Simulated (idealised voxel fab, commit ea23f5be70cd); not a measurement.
The process module presented herein is designated voxel local oxidation.
Displayed cross-section: cut, width of 290 nm, square cells sized 5 nm.
Format of a cross-section: grid, square cells. Given as bands. Order: top down. Band: one or more rows of cells. Per band: top height and bottom height in nm, followed by the left-to-right materials and their widths in nm; "all across" marks a single material spanning edge to edge, "empty" marks empty space. Heads up on the height convention: 0 is the point under which the incoming wafer is all one material, and the lowest band has no bottom, it just keeps going down, like "0..down". The expression "30->40" gives the width at the extremes of the band, the first number at its top row of cells and the second at its bottom row, with the width changing by equal amounts from each row to the next in between. "everything unchanged", as given for a step, is the statement that not any cell of the cross-section underwent a change during that step. "Closed void entries" lists enclosed empty spaces (at least 8 cells, no open path upward to the top), each as width x height at distance from the left edge, in nm. Read whatever lies past the settings on a step's line as the simulator's own remark about the step. Steps that use a mask can have "overlay nm" on their line. It says how far the mask sat to the right of where it was meant to be. Negative means to the left.

Planned step list for the process
step 1: RECEIVE: material Si
step 2: CONFORMAL_DEP: material SiO2, thk nm 5
step 3: CONFORMAL_DEP: material SiN, thk nm 10
step 4: MASKED_ETCH: tone cover, mask id ACTIVE, width nm 100, pitch nm 140, etch materials SiN, depth nm 10, overlay nm -10
step 5: SELECTIVE_ETCH: etch materials SiO2, depth nm 5
step 6: OXIDIZE: depth nm 15
step 7: STRIP: etch materials SiN
Every wafer here starts from the same state; it is the step 4 overlay nm that distinguishes them, and the value the plan gives belongs to the first wafer.

This is how the first of several wafers looked in cross-section when it arrived, which is after step 1
0..down | Si all across
Closed void entries: none

The table below has one row for each wafer; a row shows, as of the end of the module, how many cells of each material the wafer has gained, marked (+), or lost, marked (-), since it was received, and then the wafer's closed voids
overlay nm -10; -102 Si; +138 SiO2; Closed void entries: none
overlay nm -5; -102 Si; +138 SiO2; Closed void entries: none
overlay nm 0; -102 Si; +138 SiO2; Closed void entries: none
overlay nm 5; -102 Si; +138 SiO2; Closed void entries: none
overlay nm 10; -102 Si; +138 SiO2; Closed void entries: none
